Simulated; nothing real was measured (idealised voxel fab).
This is a process module. Its name is voxel tone inversion.
The cross-section on display is named cut; it measures 295 nm wide, and its cells are 5 nm squares.
Cross-section = grid of square cells, listed top down in bands; band = one or more rows. This entry defines a band. It first specifies the height of the band's top and the height of its bottom in nm, and then specifies the band's materials from left to right, stating each material with its width in nm. The word "throughout" identifies a single material that fills the band from edge to edge, while the word "empty" identifies empty space. Counting heights begins at 0, where everything beneath is, in the wafer as received, one material. The lowest band has no bottom; it goes on downwards, as "top 0, no bottom" shows. A width such as "30 to 40" changes by the same amount from each row of cells to the next, from the band's top row to its bottom row. Given "no alterations made" for a step, no cell of the cross-section differs between before and after that step. Any empty space of 8 cells or more lacking an open way to the top shows up in "Closed void inventory" as width x height at distance, distance from the left edge, in nm. Anything after a step's settings on that line? It's the simulator's own note about the step. "overlay nm", when on a step's line for a step with a mask, measures how far to the right of its planned place the mask lay; a negative measure means to the left.
Below is the list of planned process steps:
| 1 | RECEIVE, material Si |
| 2 | CONFORMAL_DEP, material SiN, thk nm 5 |
| 3 | DIRECTIONAL_DEP, material polySi, thk nm 20 |
| 4 | PATTERN, tone cover, mask id POSTS, material resist, width nm 25, pitch nm 55, thk nm 25, overlay nm 0 |
| 5 | DIRECTIONAL_ETCH, etch materials polySi, depth nm 20 |
| 6 | STRIP, etch materials resist |
| 7 | FILL_DEP, material lowk, thk nm 5 |
| 8 | CMP, height nm 25 |
| 9 | STRIP, etch materials polySi |
| 10 | CONFORMAL_DEP, material TiN, thk nm 5 |
| 11 | FILL_DEP, material Cu, thk nm 10 |
| 12 | CMP, height nm 25 |
| 13 | CONFORMAL_DEP, material SiCN, thk nm 5 |
First of two wafers: run as planned:
As received (post step 1): cross-section:
- top 0, no bottom | Si throughout
- Closed void inventory: none
after step 2:
- top 5, bottom 0 | SiN throughout
- Unchanged below 0.
after step 3:
- top 25, bottom 5 | polySi throughout
- Unchanged below 5.
after step 4:
- top 50, bottom 25 | empty 80 / resist 25 / empty 30 / resist 25 / empty 30 / resist 25 / empty 80
- Unchanged below 25.
after step 5:
- top 50, bottom 25 | empty 80 / resist 25 / empty 30 / resist 25 / empty 30 / resist 25 / empty 80
- top 25, bottom 5 | empty 80 / polySi 25 / empty 30 / polySi 25 / empty 30 / polySi 25 / empty 80
- Unchanged below 5.
after step 6:
- top 25, bottom 5 | empty 80 / polySi 25 / empty 30 / polySi 25 / empty 30 / polySi 25 / empty 80
- Unchanged below 5.
after step 7:
- top 30, bottom 25 | lowk throughout
- top 25, bottom 5 | lowk 80 / polySi 25 / lowk 30 / polySi 25 / lowk 30 / polySi 25 / lowk 80
- Unchanged below 5.
after step 8:
- top 25, bottom 5 | lowk 80 / polySi 25 / lowk 30 / polySi 25 / lowk 30 / polySi 25 / lowk 80
- Unchanged below 5.
after step 9:
- top 25, bottom 5 | lowk 80 / empty 25 / lowk 30 / empty 25 / lowk 30 / empty 25 / lowk 80
- Unchanged below 5.
after step 10:
- top 30, bottom 25 | TiN 85 / empty 15 / TiN 40 / empty 15 / TiN 40 / empty 15 / TiN 85
- top 25, bottom 10 | lowk 80 / TiN 5 / empty 15 / TiN 5 / lowk 30 / TiN 5 / empty 15 / TiN 5 / lowk 30 / TiN 5 / empty 15 / TiN 5 / lowk 80
- top 10, bottom 5 | lowk 80 / TiN 25 / lowk 30 / TiN 25 / lowk 30 / TiN 25 / lowk 80
- Unchanged below 5.
after step 11:
- top 40, bottom 30 | Cu throughout
- top 30, bottom 25 | TiN 85 / Cu 15 / TiN 40 / Cu 15 / TiN 40 / Cu 15 / TiN 85
- top 25, bottom 10 | lowk 80 / TiN 5 / Cu 15 / TiN 5 / lowk 30 / TiN 5 / Cu 15 / TiN 5 / lowk 30 / TiN 5 / Cu 15 / TiN 5 / lowk 80
- Unchanged below 10.
after step 12:
- top 25, bottom 10 | lowk 80 / TiN 5 / Cu 15 / TiN 5 / lowk 30 / TiN 5 / Cu 15 / TiN 5 / lowk 30 / TiN 5 / Cu 15 / TiN 5 / lowk 80
- Unchanged below 10.
after step 13:
- top 30, bottom 25 | SiCN throughout
- Unchanged below 25.
Okay, second wafer. Nothing different at the start, nothing different in the plan, just one mistake somewhere in the running. As far as step 6, counting that step, it's the first wafer all over again:
The second wafer in cross-section, at the planned close of step 7:
- top 35, bottom 25 | lowk throughout
- top 25, bottom 5 | lowk 80 / polySi 25 / lowk 30 / polySi 25 / lowk 30 / polySi 25 / lowk 80
- Unchanged below 5.
The second wafer in cross-section, at the planned close of step 8:
- top 25, bottom 5 | lowk 80 / polySi 25 / lowk 30 / polySi 25 / lowk 30 / polySi 25 / lowk 80
- Unchanged below 5.
The second wafer in cross-section, at the planned close of step 9:
- top 25, bottom 5 | lowk 80 / empty 25 / lowk 30 / empty 25 / lowk 30 / empty 25 / lowk 80
- Unchanged below 5.
The second wafer in cross-section, at the planned close of step 10:
- top 30, bottom 25 | TiN 85 / empty 15 / TiN 40 / empty 15 / TiN 40 / empty 15 / TiN 85
- top 25, bottom 10 | lowk 80 / TiN 5 / empty 15 / TiN 5 / lowk 30 / TiN 5 / empty 15 / TiN 5 / lowk 30 / TiN 5 / empty 15 / TiN 5 / lowk 80
- top 10, bottom 5 | lowk 80 / TiN 25 / lowk 30 / TiN 25 / lowk 30 / TiN 25 / lowk 80
- Unchanged below 5.
The second wafer in cross-section, at the planned close of step 11:
- top 40, bottom 30 | Cu throughout
- top 30, bottom 25 | TiN 85 / Cu 15 / TiN 40 / Cu 15 / TiN 40 / Cu 15 / TiN 85
- top 25, bottom 10 | lowk 80 / TiN 5 / Cu 15 / TiN 5 / lowk 30 / TiN 5 / Cu 15 / TiN 5 / lowk 30 / TiN 5 / Cu 15 / TiN 5 / lowk 80
- Unchanged below 10.
The second wafer in cross-section, at the planned close of step 12:
- top 25, bottom 10 | lowk 80 / TiN 5 / Cu 15 / TiN 5 / lowk 30 / TiN 5 / Cu 15 / TiN 5 / lowk 30 / TiN 5 / Cu 15 / TiN 5 / lowk 80
- Unchanged below 10.
The second wafer in cross-section, at the planned close of step 13:
- top 30, bottom 25 | SiCN throughout
- Unchanged below 25.
What was done differently from what was planned? plan step 7 was conducted twice
The mistake has no effect on what this model computes, because the two wafers end with the same cross-section.
